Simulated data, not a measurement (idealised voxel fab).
The document below concerns the process module designated voxel ribs on slabs.
Xsec cut, 265 nm wide, square cell size 5 nm.
Heads up, the way a cross-section reads in here is a grid of square cells, handed over as bands from the top down, with every band being one or more rows of cells.
This entry defines a band. It first specifies the height of the band's top and the height of its bottom in nm, and then specifies the band's materials from left to right, stating each material with its width in nm. The word "edge to edge" identifies a single material that fills the band from edge to edge, while the word "air" identifies empty space.
The reference from which all heights are counted is 0, the level beneath which the as-received wafer is entirely one material; the lowest band, having no lower bound, proceeds downward and is written after the example "z 0 and below".
Top row gets the first number, bottom row gets the second, and each row in between changes by the same step: that is how a band width like "30->40" works.
Given "stayed the same" for a step, no cell of the cross-section differs between before and after that step.
Empty spaces without an open route to the top, at least 8 cells in extent, make up the entry "Enclosed void list"; each is given as width x height at distance, where the distance is measured from the left edge, and all are in nm.
It should be noted that, on the line of a given step, the content following the step's settings is a remark produced by the simulator itself with respect to that step.
Among the settings permitted on a step's line is "overlay nm"; applied to a step with a mask, it specifies the extent to which the mask lay to the right of its planned position, whereas a negative figure signifies a position to the left.

[The process steps that were planned are listed below]
1) RECEIVE,material Si
2) DIRECTIONAL_DEP,material SiO2,thk nm 30
3) DIRECTIONAL_DEP,material SiN,thk nm 25
4) PATTERN,tone cover,mask id RIB,material resist,width nm 20,thk nm 15,overlay nm 0
5) DIRECTIONAL_ETCH,etch materials SiN,depth nm 15
6) STRIP,etch materials resist
7) PATTERN,tone cover,mask id SLAB,material resist,width nm 60,thk nm 20,overlay nm 0
8) DIRECTIONAL_ETCH,etch materials SiN,depth nm 10
9) STRIP,etch materials resist
10) FILL_DEP,material SiO2,thk nm 15
11) CMP,height nm 65
12) DIRECTIONAL_DEP,material W,thk nm 5
13) PATTERN,tone cover,mask id HEATER,material resist,width nm 30,thk nm 15,overlay nm 0
14) DIRECTIONAL_ETCH,etch materials W,depth nm 5
15) STRIP,etch materials resist
16) CONFORMAL_DEP,material SiO2,thk nm 10
The wafers are alike at the start. At step 7, their width nm differs. The plan lists the first wafer's value.

[Cross-section of the first of several received wafers, showing its state after step 1]
	z 0 and below = Si edge to edge
	Enclosed void list: none

[The rows of the table below are wafers. Looking at the end of the module, a row counts, for every material, the cells the wafer has gained, shown as (+), or lost, shown as (-), since it was received; its closed voids come next]
width nm 60 | +36 SiN | +763 SiO2 | +6 W | Enclosed void list: none
width nm 65 | +38 SiN | +761 SiO2 | +6 W | Enclosed void list: none
width nm 70 | +40 SiN | +759 SiO2 | +6 W | Enclosed void list: none
width nm 75 | +42 SiN | +757 SiO2 | +6 W | Enclosed void list: none
width nm 80 | +44 SiN | +755 SiO2 | +6 W | Enclosed void list: none
width nm 85 | +46 SiN | +753 SiO2 | +6 W | Enclosed void list: none
